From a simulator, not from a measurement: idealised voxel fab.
process module | voxel quadruple lines
cross-section cut | 255 nm wide | cells 5 nm
A cross-section is a grid of square cells, given in bands from the top down. A band is one or more rows of cells.
Each band's line starts with the height of the band's top and of its bottom, in nm. Then come its materials from left to right, each with its width in nm. One material with "throughout" fills the band from edge to edge. "air" is empty space.
Height 0 is the level under which the wafer as received is all one material. The lowest band goes on downwards, as in "0 down".
A width such as "30 to 40" changes by the same amount from each row of cells to the next, from the band's top row to its bottom row.
"no change" after a step means that no cell of the cross-section changed.
closed voids: empty space of 8 cells or more with no open way to the top, each as width x height at its distance from the left edge, in nm
after a step's settings: what the simulator itself notes on the step
overlay nm, on a step with a mask: how far to the right of its planned place the mask lay; to the left if negative
plan
1 op RECEIVE | material Si
2 op CONFORMAL_DEP | material Al2O3 | thk nm 5
3 op DIRECTIONAL_DEP | material W | thk nm 15
4 op DIRECTIONAL_DEP | material polySi | thk nm 20
5 op DIRECTIONAL_DEP | material aC | thk nm 20
6 op PATTERN | tone cover | mask id MANDREL | material resist | width nm 20 | pitch nm 60 | thk nm 25 | overlay nm 0
7 op DIRECTIONAL_ETCH | etch materials aC | depth nm 20
8 op STRIP | etch materials resist
9 op CONFORMAL_DEP | material SiO2 | thk nm 10
10 op DIRECTIONAL_ETCH | etch materials SiO2 | depth nm 10
11 op STRIP | etch materials aC
12 op DIRECTIONAL_ETCH | etch materials polySi | depth nm 20
13 op STRIP | etch materials SiO2
14 op CONFORMAL_DEP | material SiN | thk nm 5
15 op DIRECTIONAL_ETCH | etch materials SiN | depth nm 5
16 op STRIP | etch materials polySi
17 op DIRECTIONAL_ETCH | etch materials W | depth nm 15
18 op STRIP | etch materials SiN
19 op FILL_DEP | material lowk | thk nm 5
20 op CMP | height nm 20
as received, after step 1
  0 down: Si throughout
  closed voids: none
first wafer at the end, as planned
  20 to 5: lowk 70 | W 5 | lowk 10 | W 5 | lowk 10 | W 5 | lowk 10 | W 5 | lowk 10 | W 5 | lowk 10 | W 5 | lowk 10 | W 5 | lowk 10 | W 5 | lowk 75
  5 to 0: Al2O3 throughout
  0 down: Si throughout
  closed voids: none
second wafer at the end: like start, like plan, one mistake
  20 to 5: lowk 70 | W 5 | lowk 10 | W 5 | lowk 15 | W 5 | lowk 10 | W 5 | lowk 5 | W 5 | lowk 10 | W 5 | lowk 15 | W 5 | lowk 10 | W 5 | lowk 70
  5 to 0: Al2O3 throughout
  0 down: Si throughout
  closed voids: none
what went wrong: step 6 ran as: op PATTERN | tone cover | mask id MANDREL | material resist | width nm 25 | pitch nm 60 | thk nm 25 | overlay nm 0
at the end the second wafer has, in cells: as many of each material as the first, in other places
